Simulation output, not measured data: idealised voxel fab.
This is a process module. Its name is voxel self aligned contacts.
Xsec cut, 160 nm wide, square cell size 5 nm.
Bands, listed from the top down, are how a cross-section gets written in this document; the cross-section itself is a grid of square cells, and a band is one or more rows of them. For a band, the entry starts with two heights in nm, that of the top and then that of the bottom, and carries on with the band's materials in order from left to right, each alongside its width in nm; the word "throughout" beside a single material means it fills the band edge to edge, and "empty" means empty space. Heights are expressed relative to 0, this being the level below which the as-received wafer comprises one material exclusively. The lowest band is unbounded in the downward direction and is denoted as in "0 -> down". The expression "30..40" gives the width at the extremes of the band, the first number at its top row of cells and the second at its bottom row, with the width changing by equal amounts from each row to the next in between. A step reported as "remained the same" is a step in which no cell of the cross-section changed. In the "Enclosed void inventory" entry, you get each enclosed empty space of 8 cells or more, one with no open way to the top, written width x height at distance, distance from the left edge, in nm. Step line, after settings: the simulator's comment on this step. Regarding "overlay nm": on a step with a mask, it is the distance the mask lay to the right of its planned place; a negative value places it to the left.

# These are the steps we planned for the process
| 1 | RECEIVE (material Si) |
| 2 | OXIDIZE (depth nm 5) |
| 3 | DIRECTIONAL_DEP (material polySi; thk nm 25) |
| 4 | DIRECTIONAL_DEP (material SiN; thk nm 20) |
| 5 | PATTERN (tone cover; mask id GATE; material resist; width nm 35; pitch nm 70; thk nm 15; overlay nm 0) |
| 6 | DIRECTIONAL_ETCH (etch materials SiN; depth nm 20) |
| 7 | DIRECTIONAL_ETCH (etch materials polySi; depth nm 25) |
| 8 | STRIP (etch materials resist) |
| 9 | CONFORMAL_DEP (material SiN; thk nm 5) |
| 10 | DIRECTIONAL_ETCH (etch materials SiN; depth nm 5) |
| 11 | FILL_DEP (material SiO2; thk nm 15) |
| 12 | CMP (height nm 50) |
| 13 | PATTERN (tone open; mask id CONTACT; material resist; width nm 45; thk nm 15; overlay nm 0) |
| 14 | DIRECTIONAL_ETCH (etch materials SiO2; depth nm 55) |
| 15 | STRIP (etch materials resist) |
| 16 | CONFORMAL_DEP (material TiN; thk nm 5) |
| 17 | FILL_DEP (material Ru; thk nm 10) |
| 18 | CMP (height nm 50) |
| 19 | CONFORMAL_DEP (material SiN; thk nm 5) |

# Step 1 complete: cross-section of the wafer as received
> 0 -> down: Si throughout
> Enclosed void inventory: none

# First wafer of two, sectioned at end of module; run went per plan
> 55 -> 50: SiN throughout
> 50 -> 45: 55 of SiO2, 15 of TiN, 15 of Ru, 15 of TiN, 60 of SiO2
> 45 -> 25: 20 of SiO2, 45 of SiN, 5 of TiN, 15 of Ru, 5 of TiN, 45 of SiN, 25 of SiO2
> 25 -> 0: 20 of SiO2, 5 of SiN, 35 of polySi, 5 of SiN, 5 of TiN, 15 of Ru, 5 of TiN, 5 of SiN, 35 of polySi, 5 of SiN, 25 of SiO2
> 0 -> -5: 65 of SiO2, 25 of TiN, 70 of SiO2
> -5 -> down: Si throughout
> Enclosed void inventory: none

# Cross-sectional view of the second of two wafers upon completion of the module. This wafer shared its starting condition and process plan with the first; one error was made during its execution
> 55 -> 50: SiN throughout
> 50 -> 45: 45 of SiO2, 25 of TiN, 15 of Ru, 5 of TiN, 70 of SiO2
> 45 -> 25: 20 of SiO2, 45 of SiN, 5 of TiN, 15 of Ru, 5 of TiN, 45 of SiN, 25 of SiO2
> 25 -> 0: 20 of SiO2, 5 of SiN, 35 of polySi, 5 of SiN, 5 of TiN, 15 of Ru, 5 of TiN, 5 of SiN, 35 of polySi, 5 of SiN, 25 of SiO2
> 0 -> -5: 65 of SiO2, 25 of TiN, 70 of SiO2
> -5 -> down: Si throughout
> Enclosed void inventory: none
Where did the run depart from the plan? step 13 ran differently from the plan; actual operation with settings: PATTERN (tone open; mask id CONTACT; material resist; width nm 45; thk nm 15; overlay nm -10)
Heads up: at the end the two wafers have identical cell counts per material, they're just laid out differently.
